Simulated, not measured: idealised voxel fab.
The name of this process module is voxel self aligned contacts.
The cross-section shown here is cut; it is 185 nm wide and divided into square cells measuring 5 nm on a side.
This document writes a cross-section as a grid whose cells are square, and gives it as bands, listed from the top down; one or more rows of cells form a band. Top height, bottom height, nm. Materials left to right, width each, nm. Single material + "all across" = fills band edge to edge. "air" = empty. Basically, 0 is our baseline, since under it the wafer straight out of the box is all one material. The bottom band has no lower end and keeps on going down, so it looks like "0 and below". You'd read "30->40" like this: the band's top row of cells is as wide as the first number, its bottom row is as wide as the second, and going down, every row changes width by the same amount as the row before did. A step reported as "no modification" is a step in which no cell of the cross-section changed. Heads up: "Sealed internal voids" only lists the empty pockets with no open path to the top that are 8 cells or more, and it writes them as width x height at distance, distance from the left edge, in nm. Past the settings on a step's line: simulator remark, on that step. overlay nm: for a step with a mask, the amount by which the mask lay right of where it was planned; a negative amount means left of it. From here on the document is pairs. In a pair, the cross-section before one process step comes with the cross-section after it, and the latter goes no deeper than the lowest band that changed. What lies in between, the step and its settings, is written under the pair. A pair may be from a different run of this module on the same starting wafer than the pair above it, so it continues from that pair only where its entry headed "Pre-step section" says so.
PRE-STEP SECTION
> 0 and below: Si all across
> Sealed internal voids: none
POST-STEP SECTION VIEW
> 0 down to -5: SiO2 all across
> Below -5 it's all the same as before, nothing changed down there.
> Sealed internal voids: none
Between before and after above, the operation and settings are OXIDIZE,depth nm 5
Pre-step section: the state before this step is the cross-section shown after the step in the pair just above.
POST-STEP SECTION VIEW
> 25 down to 0: polySi all across
> Below 0 it's all the same as before, nothing changed down there.
> Sealed internal voids: none
Between before and after above, the operation and settings are DIRECTIONAL_DEP,material polySi,thk nm 25
Pre-step section: the state before this step is the cross-section shown after the step in the pair just above.
POST-STEP SECTION VIEW
> 50 down to 25: SiN all across
> Below 25 it's all the same as before, nothing changed down there.
> Sealed internal voids: none
Between before and after above, the operation and settings are DIRECTIONAL_DEP,material SiN,thk nm 25
Pre-step section: the state before this step is the cross-section shown after the step in the pair just above.
POST-STEP SECTION VIEW
> 60 down to 50: aC all across
> Below 50 it's all the same as before, nothing changed down there.
> Sealed internal voids: none
Between before and after above, the operation and settings are DIRECTIONAL_DEP,material aC,thk nm 10
Pre-step section: the state before this step is the cross-section shown after the step in the pair just above.
POST-STEP SECTION VIEW
> 90 down to 60: 15 of air; 25 of resist; 40 of air; 25 of resist; 40 of air; 25 of resist; 15 of air
> Below 60 it's all the same as before, nothing changed down there.
> Sealed internal voids: none
Between before and after above, the operation and settings are PATTERN,tone cover,mask id GATE,material resist,width nm 25,pitch nm 65,thk nm 30,overlay nm 0
Pre-step section: the state before this step is the cross-section shown after the step in the pair just above.
POST-STEP SECTION VIEW
> 80 down to 60: 15 of air; 25 of resist; 40 of air; 25 of resist; 40 of air; 25 of resist; 15 of air
> 60 down to 50: 15 of air; 25 of aC; 40 of air; 25 of aC; 40 of air; 25 of aC; 15 of air
> Below 50 it's all the same as before, nothing changed down there.
> Sealed internal voids: none
Between before and after above, the operation and settings are DIRECTIONAL_ETCH,etch materials aC,depth nm 10
Pre-step section: the state before this step is the cross-section shown after the step in the pair just above.
POST-STEP SECTION VIEW
> 60 down to 50: 15 of air; 25 of aC; 40 of air; 25 of aC; 40 of air; 25 of aC; 15 of air
> Below 50 it's all the same as before, nothing changed down there.
> Sealed internal voids: none
Between before and after above, the operation and settings are STRIP,etch materials resist
Pre-step section: the state before this step is the cross-section shown after the step in the pair just above.
POST-STEP SECTION VIEW
> 60 down to 50: 15 of air; 25 of aC; 40 of air; 25 of aC; 40 of air; 25 of aC; 15 of air
> 50 down to 25: 15 of air; 25 of SiN; 40 of air; 25 of SiN; 40 of air; 25 of SiN; 15 of air
> Below 25 it's all the same as before, nothing changed down there.
> Sealed internal voids: none
Between before and after above, the operation and settings are DIRECTIONAL_ETCH,etch materials SiN,depth nm 25
Pre-step section: the state before this step is the cross-section shown after the step in the pair just above.
POST-STEP SECTION VIEW
> 60 down to 50: 15 of air; 25 of aC; 40 of air; 25 of aC; 40 of air; 25 of aC; 15 of air
> 50 down to 25: 15 of air; 25 of SiN; 40 of air; 25 of SiN; 40 of air; 25 of SiN; 15 of air
> 25 down to 0: 15 of air; 25 of polySi; 40 of air; 25 of polySi; 40 of air; 25 of polySi; 15 of air
> Below 0 it's all the same as before, nothing changed down there.
> Sealed internal voids: none
Between before and after above, the operation and settings are DIRECTIONAL_ETCH,etch materials polySi,depth nm 25
Pre-step section: the state before this step is the cross-section shown after the step in the pair just above.
POST-STEP SECTION VIEW
> 50 down to 25: 15 of air; 25 of SiN; 40 of air; 25 of SiN; 40 of air; 25 of SiN; 15 of air
> Below 25 it's all the same as before, nothing changed down there.
> Sealed internal voids: none
Between before and after above, the operation and settings are STRIP,etch materials aC
Pre-step section: the state before this step is the cross-section shown after the step in the pair just above.
POST-STEP SECTION VIEW
> 60 down to 25: 5 of air; 45 of SiN; 20 of air; 45 of SiN; 20 of air; 45 of SiN; 5 of air
> 25 down to 10: 5 of air; 10 of SiN; 25 of polySi; 10 of SiN; 20 of air; 10 of SiN; 25 of polySi; 10 of SiN; 20 of air; 10 of SiN; 25 of polySi; 10 of SiN; 5 of air
> 10 down to 0: 15 of SiN; 25 of polySi; 40 of SiN; 25 of polySi; 40 of SiN; 25 of polySi; 15 of SiN
> Below 0 it's all the same as before, nothing changed down there.
> Sealed internal voids: none
Between before and after above, the operation and settings are CONFORMAL_DEP,material SiN,thk nm 10
Pre-step section: the state before this step is the cross-section shown after the step in the pair just above.
POST-STEP SECTION VIEW
> 50 down to 25: 5 of air; 45 of SiN; 20 of air; 45 of SiN; 20 of air; 45 of SiN; 5 of air
> 25 down to 0: 5 of air; 10 of SiN; 25 of polySi; 10 of SiN; 20 of air; 10 of SiN; 25 of polySi; 10 of SiN; 20 of air; 10 of SiN; 25 of polySi; 10 of SiN; 5 of air
> Below 0 it's all the same as before, nothing changed down there.
> Sealed internal voids: none
Between before and after above, the operation and settings are DIRECTIONAL_ETCH,etch materials SiN,depth nm 10
Pre-step section: the state before this step is the cross-section shown after the step in the pair just above.
POST-STEP SECTION VIEW
> 70 down to 50: SiO2 all across
> 50 down to 25: 5 of SiO2; 45 of SiN; 20 of SiO2; 45 of SiN; 20 of SiO2; 45 of SiN; 5 of SiO2
> 25 down to 0: 5 of SiO2; 10 of SiN; 25 of polySi; 10 of SiN; 20 of SiO2; 10 of SiN; 25 of polySi; 10 of SiN; 20 of SiO2; 10 of SiN; 25 of polySi; 10 of SiN; 5 of SiO2
> Below 0 it's all the same as before, nothing changed down there.
> Sealed internal voids: none
Between before and after above, the operation and settings are FILL_DEP,material SiO2,thk nm 20
Pre-step section: the state before this step is the cross-section shown after the step in the pair just above.
POST-STEP SECTION VIEW
> 60 down to 50: SiO2 all across
> Below 50 it's all the same as before, nothing changed down there.
> Sealed internal voids: none
Between before and after above, the operation and settings are CMP,height nm 60
Pre-step section: the state before this step is the cross-section shown after the step in the pair just above.
POST-STEP SECTION VIEW
> 60 down to 50: 35 of SiO2; 50 of air; 15 of SiO2; 50 of air; 35 of SiO2
> 50 down to 25: 5 of SiO2; 45 of SiN; 20 of air; 45 of SiN; 20 of air; 45 of SiN; 5 of SiO2
> 25 down to 0: 5 of SiO2; 10 of SiN; 25 of polySi; 10 of SiN; 20 of air; 10 of SiN; 25 of polySi; 10 of SiN; 20 of air; 10 of SiN; 25 of polySi; 10 of SiN; 5 of SiO2
> 0 down to -5: 50 of SiO2; 20 of air; 45 of SiO2; 20 of air; 50 of SiO2
> Below -5 it's all the same as before, nothing changed down there.
> Sealed internal voids: none
Between before and after above, the operation and settings are MASKED_ETCH,tone open,mask id CONTACT,width nm 50,pitch nm 65,etch materials SiO2,depth nm 65,overlay nm 0
Pre-step section: the state before this step is the cross-section shown after the step in the pair just above.
POST-STEP SECTION VIEW
> 65 down to 60: 40 of TiN; 40 of air; 25 of TiN; 40 of air; 40 of TiN
> 60 down to 50: 35 of SiO2; 5->20 of TiN; 40->10 of air; 5->20 of TiN; 15 of SiO2; 5->20 of TiN; 40->10 of air; 5->20 of TiN; 35 of SiO2
> 50 down to 25: 5 of SiO2; 45 of SiN; 5 of TiN; 10 of air; 5 of TiN; 45 of SiN; 5 of TiN; 10 of air; 5 of TiN; 45 of SiN; 5 of SiO2
> 25 down to 0: 5 of SiO2; 10 of SiN; 25 of polySi; 10 of SiN; 5 of TiN; 10 of air; 5 of TiN; 10 of SiN; 25 of polySi; 10 of SiN; 5 of TiN; 10 of air; 5 of TiN; 10 of SiN; 25 of polySi; 10 of SiN; 5 of SiO2
> 0 down to -5: 50 of SiO2; 20 of TiN; 45 of SiO2; 20 of TiN; 50 of SiO2
> Below -5 it's all the same as before, nothing changed down there.
> Sealed internal voids: none
Between before and after above, the operation and settings are CONFORMAL_DEP,material TiN,thk nm 5
Pre-step section: the state before this step is the cross-section shown after the step in the pair just above.
POST-STEP SECTION VIEW
> 70 down to 65: W all across
> 65 down to 60: 40 of TiN; 40 of W; 25 of TiN; 40 of W; 40 of TiN
> 60 down to 50: 35 of SiO2; 5->20 of TiN; 40->10 of W; 5->20 of TiN; 15 of SiO2; 5->20 of TiN; 40->10 of W; 5->20 of TiN; 35 of SiO2
> 50 down to 25: 5 of SiO2; 45 of SiN; 5 of TiN; 10 of W; 5 of TiN; 45 of SiN; 5 of TiN; 10 of W; 5 of TiN; 45 of SiN; 5 of SiO2
> 25 down to 0: 5 of SiO2; 10 of SiN; 25 of polySi; 10 of SiN; 5 of TiN; 10 of W; 5 of TiN; 10 of SiN; 25 of polySi; 10 of SiN; 5 of TiN; 10 of W; 5 of TiN; 10 of SiN; 25 of polySi; 10 of SiN; 5 of SiO2
> Below 0 it's all the same as before, nothing changed down there.
> Sealed internal voids: none
Between before and after above, the operation and settings are FILL_DEP,material W,thk nm 5
Pre-step section: the state before this step is the cross-section shown after the step in the pair just above.
POST-STEP SECTION VIEW
> 60 down to 50: 35 of SiO2; 5->20 of TiN; 40->10 of W; 5->20 of TiN; 15 of SiO2; 5->20 of TiN; 40->10 of W; 5->20 of TiN; 35 of SiO2
> Below 50 it's all the same as before, nothing changed down there.
> Sealed internal voids: none
Between before and after above, the operation and settings are CMP,height nm 60
Pre-step section: the state before this step is the cross-section shown after the step in the pair just above.
POST-STEP SECTION VIEW
> 65 down to 60: SiCN all across
> Below 60 it's all the same as before, nothing changed down there.
> Sealed internal voids: none
Between before and after above, the operation and settings are CONFORMAL_DEP,material SiCN,thk nm 5
PRE-STEP SECTION
> 50 down to 25: 15 of air; 25 of SiN; 40 of air; 25 of SiN; 40 of air; 25 of SiN; 15 of air
> 25 down to 0: 15 of air; 25 of polySi; 40 of air; 25 of polySi; 40 of air; 25 of polySi; 15 of air
> 0 down to -5: SiO2 all across
> -5 and below: Si all across
> Sealed internal voids: none
POST-STEP SECTION VIEW
> 40 down to 25: 15 of air; 25 of SiN; 40 of air; 25 of SiN; 40 of air; 25 of SiN; 15 of air
> Below 25 it's all the same as before, nothing changed down there.
> Sealed internal voids: none
Between before and after above, the operation and settings are DIRECTIONAL_ETCH,etch materials SiN,depth nm 10
Pre-step section: the state before this step is the cross-section shown after the step in the pair just above.
POST-STEP SECTION VIEW
> 60 down to 40: SiO2 all across
> 40 down to 25: 15 of SiO2; 25 of SiN; 40 of SiO2; 25 of SiN; 40 of SiO2; 25 of SiN; 15 of SiO2
> 25 down to 0: 15 of SiO2; 25 of polySi; 40 of SiO2; 25 of polySi; 40 of SiO2; 25 of polySi; 15 of SiO2
> Below 0 it's all the same as before, nothing changed down there.
> Sealed internal voids: none
Between before and after above, the operation and settings are FILL_DEP,material SiO2,thk nm 20
Pre-step section: the state before this step is the cross-section shown after the step in the pair just above.
POST-STEP SECTION VIEW
> 60 down to 40: 35 of SiO2; 50 of air; 15 of SiO2; 50 of air; 35 of SiO2
> 40 down to 25: 15 of SiO2; 25 of SiN; 40 of air; 25 of SiN; 40 of air; 25 of SiN; 15 of SiO2
> 25 down to 0: 15 of SiO2; 25 of polySi; 40 of air; 25 of polySi; 40 of air; 25 of polySi; 15 of SiO2
> 0 down to -5: 40 of SiO2; 40 of air; 25 of SiO2; 40 of air; 40 of SiO2
> Below -5 it's all the same as before, nothing changed down there.
> Sealed internal voids: none
Between before and after above, the operation and settings are MASKED_ETCH,tone open,mask id CONTACT,width nm 50,pitch nm 65,etch materials SiO2,depth nm 65,overlay nm 0
Pre-step section: the state before this step is the cross-section shown after the step in the pair just above.
POST-STEP SECTION VIEW
> 65 down to 60: 40 of TiN; 40 of air; 25 of TiN; 40 of air; 40 of TiN
> 60 down to 45: 35 of SiO2; 5 of TiN; 40 of air; 5 of TiN; 15 of SiO2; 5 of TiN; 40 of air; 5 of TiN; 35 of SiO2
> 45 down to 40: 35 of SiO2; 10 of TiN; 30 of air; 10 of TiN; 15 of SiO2; 10 of TiN; 30 of air; 10 of TiN; 35 of SiO2
> 40 down to 25: 15 of SiO2; 25 of SiN; 5 of TiN; 30 of air; 5 of TiN; 25 of SiN; 5 of TiN; 30 of air; 5 of TiN; 25 of SiN; 15 of SiO2
> 25 down to 0: 15 of SiO2; 25 of polySi; 5 of TiN; 30 of air; 5 of TiN; 25 of polySi; 5 of TiN; 30 of air; 5 of TiN; 25 of polySi; 15 of SiO2
> 0 down to -5: 40 of SiO2; 40 of TiN; 25 of SiO2; 40 of TiN; 40 of SiO2
> Below -5 it's all the same as before, nothing changed down there.
> Sealed internal voids: none
Between before and after above, the operation and settings are CONFORMAL_DEP,material TiN,thk nm 5
Pre-step section: the state before this step is the cross-section shown after the step in the pair just above.
POST-STEP SECTION VIEW
> 70 down to 65: W all across
> 65 down to 60: 40 of TiN; 40 of W; 25 of TiN; 40 of W; 40 of TiN
> 60 down to 45: 35 of SiO2; 5 of TiN; 40 of W; 5 of TiN; 15 of SiO2; 5 of TiN; 40 of W; 5 of TiN; 35 of SiO2
> 45 down to 40: 35 of SiO2; 10 of TiN; 30 of W; 10 of TiN; 15 of SiO2; 10 of TiN; 30 of W; 10 of TiN; 35 of SiO2
> 40 down to 25: 15 of SiO2; 25 of SiN; 5 of TiN; 30 of W; 5 of TiN; 25 of SiN; 5 of TiN; 30 of W; 5 of TiN; 25 of SiN; 15 of SiO2
> 25 down to 0: 15 of SiO2; 25 of polySi; 5 of TiN; 30 of W; 5 of TiN; 25 of polySi; 5 of TiN; 30 of W; 5 of TiN; 25 of polySi; 15 of SiO2
> Below 0 it's all the same as before, nothing changed down there.
> Sealed internal voids: none
Between before and after above, the operation and settings are FILL_DEP,material W,thk nm 5
Pre-step section: the state before this step is the cross-section shown after the step in the pair just above.
POST-STEP SECTION VIEW
> 60 down to 45: 35 of SiO2; 5 of TiN; 40 of W; 5 of TiN; 15 of SiO2; 5 of TiN; 40 of W; 5 of TiN; 35 of SiO2
> Below 45 it's all the same as before, nothing changed down there.
> Sealed internal voids: none
Between before and after above, the operation and settings are CMP,height nm 60
Pre-step section: the state before this step is the cross-section shown after the step in the pair just above.
POST-STEP SECTION VIEW
> 65 down to 60: SiCN all across
> Below 60 it's all the same as before, nothing changed down there.
> Sealed internal voids: none
Between before and after above, the operation and settings are CONFORMAL_DEP,material SiCN,thk nm 5
PRE-STEP SECTION
> 50 down to 25: SiN all across
> 25 down to 0: polySi all across
> 0 down to -5: SiO2 all across
> -5 and below: Si all across
> Sealed internal voids: none
POST-STEP SECTION VIEW
> 75 down to 25: SiN all across
> Below 25 it's all the same as before, nothing changed down there.
> Sealed internal voids: none
Between before and after above, the operation and settings are DIRECTIONAL_DEP,material SiN,thk nm 25
Pre-step section: the state before this step is the cross-section shown after the step in the pair just above.
POST-STEP SECTION VIEW
> 85 down to 75: aC all across
> Below 75 it's all the same as before, nothing changed down there.
> Sealed internal voids: none
Between before and after above, the operation and settings are DIRECTIONAL_DEP,material aC,thk nm 10
Pre-step section: the state before this step is the cross-section shown after the step in the pair just above.
POST-STEP SECTION VIEW
> 115 down to 85: 15 of air; 25 of resist; 40 of air; 25 of resist; 40 of air; 25 of resist; 15 of air
> Below 85 it's all the same as before, nothing changed down there.
> Sealed internal voids: none
Between before and after above, the operation and settings are PATTERN,tone cover,mask id GATE,material resist,width nm 25,pitch nm 65,thk nm 30,overlay nm 0
Pre-step section: the state before this step is the cross-section shown after the step in the pair just above.
POST-STEP SECTION VIEW
> 105 down to 85: 15 of air; 25 of resist; 40 of air; 25 of resist; 40 of air; 25 of resist; 15 of air
> 85 down to 75: 15 of air; 25 of aC; 40 of air; 25 of aC; 40 of air; 25 of aC; 15 of air
> Below 75 it's all the same as before, nothing changed down there.
> Sealed internal voids: none
Between before and after above, the operation and settings are DIRECTIONAL_ETCH,etch materials aC,depth nm 10
Pre-step section: the state before this step is the cross-section shown after the step in the pair just above.
POST-STEP SECTION VIEW
> 85 down to 75: 15 of air; 25 of aC; 40 of air; 25 of aC; 40 of air; 25 of aC; 15 of air
> Below 75 it's all the same as before, nothing changed down there.
> Sealed internal voids: none
Between before and after above, the operation and settings are STRIP,etch materials resist
Pre-step section: the state before this step is the cross-section shown after the step in the pair just above.
POST-STEP SECTION VIEW
> 85 down to 75: 15 of air; 25 of aC; 40 of air; 25 of aC; 40 of air; 25 of aC; 15 of air
> 75 down to 50: 15 of air; 25 of SiN; 40 of air; 25 of SiN; 40 of air; 25 of SiN; 15 of air
> Below 50 it's all the same as before, nothing changed down there.
> Sealed internal voids: none
Between before and after above, the operation and settings are DIRECTIONAL_ETCH,etch materials SiN,depth nm 25
Pre-step section: the state before this step is the cross-section shown after the step in the pair just above.
POST-STEP SECTION VIEW
> 75 down to 50: 15 of air; 25 of SiN; 40 of air; 25 of SiN; 40 of air; 25 of SiN; 15 of air
> Below 50 it's all the same as before, nothing changed down there.
> Sealed internal voids: none
Between before and after above, the operation and settings are STRIP,etch materials aC
Pre-step section: the state before this step is the cross-section shown after the step in the pair just above.
POST-STEP SECTION VIEW
> 85 down to 60: 5 of air; 45 of SiN; 20 of air; 45 of SiN; 20 of air; 45 of SiN; 5 of air
> 60 down to 25: SiN all across
> Below 25 it's all the same as before, nothing changed down there.
> Sealed internal voids: none
Between before and after above, the operation and settings are CONFORMAL_DEP,material SiN,thk nm 10
Pre-step section: the state before this step is the cross-section shown after the step in the pair just above.
POST-STEP SECTION VIEW
> 75 down to 50: 5 of air; 45 of SiN; 20 of air; 45 of SiN; 20 of air; 45 of SiN; 5 of air
> Below 50 it's all the same as before, nothing changed down there.
> Sealed internal voids: none
Between before and after above, the operation and settings are DIRECTIONAL_ETCH,etch materials SiN,depth nm 10
Pre-step section: the state before this step is the cross-section shown after the step in the pair just above.
POST-STEP SECTION VIEW
> 95 down to 75: SiO2 all across
> 75 down to 50: 5 of SiO2; 45 of SiN; 20 of SiO2; 45 of SiN; 20 of SiO2; 45 of SiN; 5 of SiO2
> Below 50 it's all the same as before, nothing changed down there.
> Sealed internal voids: none
Between before and after above, the operation and settings are FILL_DEP,material SiO2,thk nm 20
Pre-step section: the state before this step is the cross-section shown after the step in the pair just above.
POST-STEP SECTION VIEW
> 60 down to 50: 5 of SiO2; 45 of SiN; 20 of SiO2; 45 of SiN; 20 of SiO2; 45 of SiN; 5 of SiO2
> Below 50 it's all the same as before, nothing changed down there.
> Sealed internal voids: none
Between before and after above, the operation and settings are CMP,height nm 60
Pre-step section: the state before this step is the cross-section shown after the step in the pair just above.
POST-STEP SECTION VIEW
> 60 down to 50: 5 of SiO2; 45 of SiN; 20 of air; 45 of SiN; 20 of air; 45 of SiN; 5 of SiO2
> Below 50 it's all the same as before, nothing changed down there.
> Sealed internal voids: none
Between before and after above, the operation and settings are MASKED_ETCH,tone open,mask id CONTACT,width nm 50,pitch nm 65,etch materials SiO2,depth nm 65,overlay nm 0
Pre-step section: the state before this step is the cross-section shown after the step in the pair just above.
POST-STEP SECTION VIEW
> 65 down to 60: 55 of TiN; 10 of air; 55 of TiN; 10 of air; 55 of TiN
> 60 down to 55: 5 of SiO2; 45 of SiN; 5 of TiN; 10 of air; 5 of TiN; 45 of SiN; 5 of TiN; 10 of air; 5 of TiN; 45 of SiN; 5 of SiO2
> 55 down to 50: 5 of SiO2; 45 of SiN; 20 of TiN; 45 of SiN; 20 of TiN; 45 of SiN; 5 of SiO2
> Below 50 it's all the same as before, nothing changed down there.
> Sealed internal voids: none
Between before and after above, the operation and settings are CONFORMAL_DEP,material TiN,thk nm 5
Pre-step section: the state before this step is the cross-section shown after the step in the pair just above.
POST-STEP SECTION VIEW
> 70 down to 65: W all across
> 65 down to 60: 55 of TiN; 10 of W; 55 of TiN; 10 of W; 55 of TiN
> 60 down to 55: 5 of SiO2; 45 of SiN; 5 of TiN; 10 of W; 5 of TiN; 45 of SiN; 5 of TiN; 10 of W; 5 of TiN; 45 of SiN; 5 of SiO2
> Below 55 it's all the same as before, nothing changed down there.
> Sealed internal voids: none
Between before and after above, the operation and settings are FILL_DEP,material W,thk nm 5
Pre-step section: the state before this step is the cross-section shown after the step in the pair just above.
POST-STEP SECTION VIEW
> 60 down to 55: 5 of SiO2; 45 of SiN; 5 of TiN; 10 of W; 5 of TiN; 45 of SiN; 5 of TiN; 10 of W; 5 of TiN; 45 of SiN; 5 of SiO2
> Below 55 it's all the same as before, nothing changed down there.
> Sealed internal voids: none
Between before and after above, the operation and settings are CMP,height nm 60
Pre-step section: the state before this step is the cross-section shown after the step in the pair just above.
POST-STEP SECTION VIEW
> 65 down to 60: SiCN all across
> Below 60 it's all the same as before, nothing changed down there.
> Sealed internal voids: none
Between before and after above, the operation and settings are CONFORMAL_DEP,material SiCN,thk nm 5
PRE-STEP SECTION
> 40 down to 25: 15 of air; 25 of SiN; 40 of air; 25 of SiN; 40 of air; 25 of SiN; 15 of air
> 25 down to 0: 15 of air; 25 of polySi; 40 of air; 25 of polySi; 40 of air; 25 of polySi; 15 of air
> 0 down to -5: SiO2 all across
> -5 and below: Si all across
> Sealed internal voids: none
POST-STEP SECTION VIEW
> 50 down to 25: 5 of air; 45 of SiN; 20 of air; 45 of SiN; 20 of air; 45 of SiN; 5 of air
> 25 down to 10: 5 of air; 10 of SiN; 25 of polySi; 10 of SiN; 20 of air; 10 of SiN; 25 of polySi; 10 of SiN; 20 of air; 10 of SiN; 25 of polySi; 10 of SiN; 5 of air
> 10 down to 0: 15 of SiN; 25 of polySi; 40 of SiN; 25 of polySi; 40 of SiN; 25 of polySi; 15 of SiN
> Below 0 it's all the same as before, nothing changed down there.
> Sealed internal voids: none
Between before and after above, the operation and settings are CONFORMAL_DEP,material SiN,thk nm 10
Pre-step section: the state before this step is the cross-section shown after the step in the pair just above.
POST-STEP SECTION VIEW
> 70 down to 50: SiO2 all across
> 50 down to 25: 5 of SiO2; 45 of SiN; 20 of SiO2; 45 of SiN; 20 of SiO2; 45 of SiN; 5 of SiO2
> 25 down to 10: 5 of SiO2; 10 of SiN; 25 of polySi; 10 of SiN; 20 of SiO2; 10 of SiN; 25 of polySi; 10 of SiN; 20 of SiO2; 10 of SiN; 25 of polySi; 10 of SiN; 5 of SiO2
> Below 10 it's all the same as before, nothing changed down there.
> Sealed internal voids: none
Between before and after above, the operation and settings are FILL_DEP,material SiO2,thk nm 20
Pre-step section: the state before this step is the cross-section shown after the step in the pair just above.
POST-STEP SECTION VIEW
> 60 down to 50: SiO2 all across
> Below 50 it's all the same as before, nothing changed down there.
> Sealed internal voids: none
Between before and after above, the operation and settings are CMP,height nm 60
Pre-step section: the state before this step is the cross-section shown after the step in the pair just above.
POST-STEP SECTION VIEW
> 60 down to 50: 35 of SiO2; 50 of air; 15 of SiO2; 50 of air; 35 of SiO2
> 50 down to 25: 5 of SiO2; 45 of SiN; 20 of air; 45 of SiN; 20 of air; 45 of SiN; 5 of SiO2
> 25 down to 10: 5 of SiO2; 10 of SiN; 25 of polySi; 10 of SiN; 20 of air; 10 of SiN; 25 of polySi; 10 of SiN; 20 of air; 10 of SiN; 25 of polySi; 10 of SiN; 5 of SiO2
> Below 10 it's all the same as before, nothing changed down there.
> Sealed internal voids: none
Between before and after above, the operation and settings are MASKED_ETCH,tone open,mask id CONTACT,width nm 50,pitch nm 65,etch materials SiO2,depth nm 65,overlay nm 0
Pre-step section: the state before this step is the cross-section shown after the step in the pair just above.
POST-STEP SECTION VIEW
> 65 down to 60: 40 of TiN; 40 of air; 25 of TiN; 40 of air; 40 of TiN
> 60 down to 50: 35 of SiO2; 5->20 of TiN; 40->10 of air; 5->20 of TiN; 15 of SiO2; 5->20 of TiN; 40->10 of air; 5->20 of TiN; 35 of SiO2
> 50 down to 25: 5 of SiO2; 45 of SiN; 5 of TiN; 10 of air; 5 of TiN; 45 of SiN; 5 of TiN; 10 of air; 5 of TiN; 45 of SiN; 5 of SiO2
> 25 down to 15: 5 of SiO2; 10 of SiN; 25 of polySi; 10 of SiN; 5 of TiN; 10 of air; 5 of TiN; 10 of SiN; 25 of polySi; 10 of SiN; 5 of TiN; 10 of air; 5 of TiN; 10 of SiN; 25 of polySi; 10 of SiN; 5 of SiO2
> 15 down to 10: 5 of SiO2; 10 of SiN; 25 of polySi; 10 of SiN; 20 of TiN; 10 of SiN; 25 of polySi; 10 of SiN; 20 of TiN; 10 of SiN; 25 of polySi; 10 of SiN; 5 of SiO2
> Below 10 it's all the same as before, nothing changed down there.
> Sealed internal voids: none
Between before and after above, the operation and settings are CONFORMAL_DEP,material TiN,thk nm 5
Pre-step section: the state before this step is the cross-section shown after the step in the pair just above.
POST-STEP SECTION VIEW
> 70 down to 65: W all across
> 65 down to 60: 40 of TiN; 40 of W; 25 of TiN; 40 of W; 40 of TiN
> 60 down to 50: 35 of SiO2; 5->20 of TiN; 40->10 of W; 5->20 of TiN; 15 of SiO2; 5->20 of TiN; 40->10 of W; 5->20 of TiN; 35 of SiO2
> 50 down to 25: 5 of SiO2; 45 of SiN; 5 of TiN; 10 of W; 5 of TiN; 45 of SiN; 5 of TiN; 10 of W; 5 of TiN; 45 of SiN; 5 of SiO2
> 25 down to 15: 5 of SiO2; 10 of SiN; 25 of polySi; 10 of SiN; 5 of TiN; 10 of W; 5 of TiN; 10 of SiN; 25 of polySi; 10 of SiN; 5 of TiN; 10 of W; 5 of TiN; 10 of SiN; 25 of polySi; 10 of SiN; 5 of SiO2
> Below 15 it's all the same as before, nothing changed down there.
> Sealed internal voids: none
Between before and after above, the operation and settings are FILL_DEP,material W,thk nm 5
Pre-step section: the state before this step is the cross-section shown after the step in the pair just above.
POST-STEP SECTION VIEW
> 60 down to 50: 35 of SiO2; 5->20 of TiN; 40->10 of W; 5->20 of TiN; 15 of SiO2; 5->20 of TiN; 40->10 of W; 5->20 of TiN; 35 of SiO2
> Below 50 it's all the same as before, nothing changed down there.
> Sealed internal voids: none
Between before and after above, the operation and settings are CMP,height nm 60
Pre-step section: the state before this step is the cross-section shown after the step in the pair just above.
POST-STEP SECTION VIEW
> 65 down to 60: SiCN all across
> Below 60 it's all the same as before, nothing changed down there.
> Sealed internal voids: none
Between before and after above, the operation and settings are CONFORMAL_DEP,material SiCN,thk nm 5
PRE-STEP SECTION
> 25 down to 0: polySi all across
> 0 down to -5: SiO2 all across
> -5 and below: Si all across
> Sealed internal voids: none
POST-STEP SECTION VIEW
> 55 down to 25: SiN all across
> Below 25 it's all the same as before, nothing changed down there.
> Sealed internal voids: none
Between before and after above, the operation and settings are DIRECTIONAL_DEP,material SiN,thk nm 30
Pre-step section: the state before this step is the cross-section shown after the step in the pair just above.
POST-STEP SECTION VIEW
> 65 down to 55: aC all across
> Below 55 it's all the same as before, nothing changed down there.
> Sealed internal voids: none
Between before and after above, the operation and settings are DIRECTIONAL_DEP,material aC,thk nm 10
Pre-step section: the state before this step is the cross-section shown after the step in the pair just above.
POST-STEP SECTION VIEW
> 95 down to 65: 15 of air; 25 of resist; 40 of air; 25 of resist; 40 of air; 25 of resist; 15 of air
> Below 65 it's all the same as before, nothing changed down there.
> Sealed internal voids: none
Between before and after above, the operation and settings are PATTERN,tone cover,mask id GATE,material resist,width nm 25,pitch nm 65,thk nm 30,overlay nm 0
Pre-step section: the state before this step is the cross-section shown after the step in the pair just above.
POST-STEP SECTION VIEW
> 85 down to 65: 15 of air; 25 of resist; 40 of air; 25 of resist; 40 of air; 25 of resist; 15 of air
> 65 down to 55: 15 of air; 25 of aC; 40 of air; 25 of aC; 40 of air; 25 of aC; 15 of air
> Below 55 it's all the same as before, nothing changed down there.
> Sealed internal voids: none
Between before and after above, the operation and settings are DIRECTIONAL_ETCH,etch materials aC,depth nm 10
Pre-step section: the state before this step is the cross-section shown after the step in the pair just above.
POST-STEP SECTION VIEW
> 65 down to 55: 15 of air; 25 of aC; 40 of air; 25 of aC; 40 of air; 25 of aC; 15 of air
> Below 55 it's all the same as before, nothing changed down there.
> Sealed internal voids: none
Between before and after above, the operation and settings are STRIP,etch materials resist
Pre-step section: the state before this step is the cross-section shown after the step in the pair just above.
POST-STEP SECTION VIEW
> 65 down to 55: 15 of air; 25 of aC; 40 of air; 25 of aC; 40 of air; 25 of aC; 15 of air
> 55 down to 30: 15 of air; 25 of SiN; 40 of air; 25 of SiN; 40 of air; 25 of SiN; 15 of air
> Below 30 it's all the same as before, nothing changed down there.
> Sealed internal voids: none
Between before and after above, the operation and settings are DIRECTIONAL_ETCH,etch materials SiN,depth nm 25
Pre-step section: the state before this step is the cross-section shown after the step in the pair just above.
POST-STEP SECTION VIEW
> 55 down to 30: 15 of air; 25 of SiN; 40 of air; 25 of SiN; 40 of air; 25 of SiN; 15 of air
> Below 30 it's all the same as before, nothing changed down there.
> Sealed internal voids: none
Between before and after above, the operation and settings are STRIP,etch materials aC
Pre-step section: the state before this step is the cross-section shown after the step in the pair just above.
POST-STEP SECTION VIEW
> 65 down to 40: 5 of air; 45 of SiN; 20 of air; 45 of SiN; 20 of air; 45 of SiN; 5 of air
> 40 down to 25: SiN all across
> Below 25 it's all the same as before, nothing changed down there.
> Sealed internal voids: none
Between before and after above, the operation and settings are CONFORMAL_DEP,material SiN,thk nm 10
Pre-step section: the state before this step is the cross-section shown after the step in the pair just above.
POST-STEP SECTION VIEW
> 55 down to 30: 5 of air; 45 of SiN; 20 of air; 45 of SiN; 20 of air; 45 of SiN; 5 of air
> Below 30 it's all the same as before, nothing changed down there.
> Sealed internal voids: none
Between before and after above, the operation and settings are DIRECTIONAL_ETCH,etch materials SiN,depth nm 10
